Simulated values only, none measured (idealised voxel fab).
Documented hereafter: the process module known as voxel ribs on slabs.
Section shown: cut. Width: 280 nm. Cell size: 5 nm, square.
Just so we're on the same page, the cross-sections are grids of square cells, and they're listed out in bands top to bottom, each band one or more rows deep.
Band entry format. Leading values: height of top, height of bottom, nm. Remainder: materials in left-to-right order, each with its width in nm. Special words: "full width" on a single material, which then fills the band edge to edge; "empty", empty space.
It should be noted that heights are counted from 0, beneath which the wafer as supplied is of one material throughout, and that the lowest band possesses no lower boundary but continues downward, as written in "0 down".
Width spec "30..40" -> top row of cells at first value, bottom row at second value, equal per-row change in between.
A step reported as "left unchanged" is a step in which no cell of the cross-section changed.
Empty spaces without an open route to the top, at least 8 cells in extent, make up the entry "Catalogued sealed voids"; each is given as width x height at distance, where the distance is measured from the left edge, and all are in nm.
What comes after the settings on a step's line is commentary from the simulator itself on that step.
Among the settings permitted on a step's line is "overlay nm"; applied to a step with a mask, it specifies the extent to which the mask lay to the right of its planned position, whereas a negative figure signifies a position to the left.
# Planned step list for the process
1 RECEIVE [material Si]
2 DIRECTIONAL_DEP [material SiO2] [thk nm 30]
3 DIRECTIONAL_DEP [material SiN] [thk nm 20]
4 PATTERN [tone cover] [mask id RIB] [material resist] [width nm 15] [thk nm 15] [overlay nm 0]
5 DIRECTIONAL_ETCH [etch materials SiN] [depth nm 10]
6 STRIP [etch materials resist]
7 MASKED_ETCH [tone cover] [mask id SLAB] [width nm 45] [etch materials SiN] [depth nm 10] [overlay nm 0]
8 FILL_DEP [material SiO2] [thk nm 20]
9 CMP [height nm 60]
10 DIRECTIONAL_DEP [material W] [thk nm 5]
11 MASKED_ETCH [tone cover] [mask id HEATER] [width nm 25] [etch materials W] [depth nm 5] [overlay nm 0]
12 CONFORMAL_DEP [material SiO2] [thk nm 5]
# First of two wafers, with the run carried out as planned
# Incoming wafer, cross-sectional view, post step 1
* 0 down  Si full width
* Catalogued sealed voids: none
# You're looking at a cross-section of the wafer after step 2
* 30 to 0  SiO2 full width
* Everything under 0 stays put, no change at all.
# You're looking at a cross-section of the wafer after step 3
* 50 to 30  SiN full width
* Everything under 30 stays put, no change at all.
# You're looking at a cross-section of the wafer after step 4
* 65 to 50  empty 130, then resist 15, then empty 135
* Everything under 50 stays put, no change at all.
# You're looking at a cross-section of the wafer after step 5
* 65 to 50  empty 130, then resist 15, then empty 135
* 50 to 40  empty 130, then SiN 15, then empty 135
* Everything under 40 stays put, no change at all.
# You're looking at a cross-section of the wafer after step 6
* 50 to 40  empty 130, then SiN 15, then empty 135
* Everything under 40 stays put, no change at all.
# You're looking at a cross-section of the wafer after step 7
* 50 to 40  empty 130, then SiN 15, then empty 135
* 40 to 30  empty 115, then SiN 45, then empty 120
* Everything under 30 stays put, no change at all.
# You're looking at a cross-section of the wafer after step 8
* 70 to 50  SiO2 full width
* 50 to 40  SiO2 130, then SiN 15, then SiO2 135
* 40 to 30  SiO2 115, then SiN 45, then SiO2 120
* Everything under 30 stays put, no change at all.
# You're looking at a cross-section of the wafer after step 9
* 60 to 50  SiO2 full width
* Everything under 50 stays put, no change at all.
# You're looking at a cross-section of the wafer after step 10
* 65 to 60  W full width
* Everything under 60 stays put, no change at all.
# You're looking at a cross-section of the wafer after step 11
* 65 to 60  empty 125, then W 25, then empty 130
* Everything under 60 stays put, no change at all.
# You're looking at a cross-section of the wafer after step 12
* 70 to 65  empty 120, then SiO2 35, then empty 125
* 65 to 60  SiO2 125, then W 25, then SiO2 130
* Everything under 60 stays put, no change at all.
# Second wafer, same starting conditions and recipe as the first, one mistake in executing it, nothing differs from the first up to and including step 6
# Cross-section of the second wafer when, according to plan, step 7 should have finished
* 40 to 30  SiN 115, then empty 15, then SiN 15, then empty 15, then SiN 120
* Everything under 30 stays put, no change at all.
# Cross-section of the second wafer when, according to plan, step 8 should have finished
* 60 to 40  SiO2 full width
* 40 to 30  SiN 115, then SiO2 15, then SiN 15, then SiO2 15, then SiN 120
* Everything under 30 stays put, no change at all.
Cross-section of the second wafer when, according to plan, step 9 should have finished: left unchanged
# Cross-section of the second wafer when, according to plan, step 10 should have finished
* 65 to 60  W full width
* Everything under 60 stays put, no change at all.
# Cross-section of the second wafer when, according to plan, step 11 should have finished
* 65 to 60  empty 125, then W 25, then empty 130
* Everything under 60 stays put, no change at all.
# Cross-section of the second wafer when, according to plan, step 12 should have finished
* 70 to 65  empty 120, then SiO2 35, then empty 125
* 65 to 60  SiO2 125, then W 25, then SiO2 130
* Everything under 60 stays put, no change at all.
Here's what went sideways: step 7 did not happen as planned, as run it was MASKED_ETCH [tone open] [mask id SLAB] [width nm 45] [etch materials SiN] [depth nm 10] [overlay nm 0]
End check, counted in cells, second wafer has more or fewer of these materials than the first: 76 more of SiN | 76 fewer of SiO2
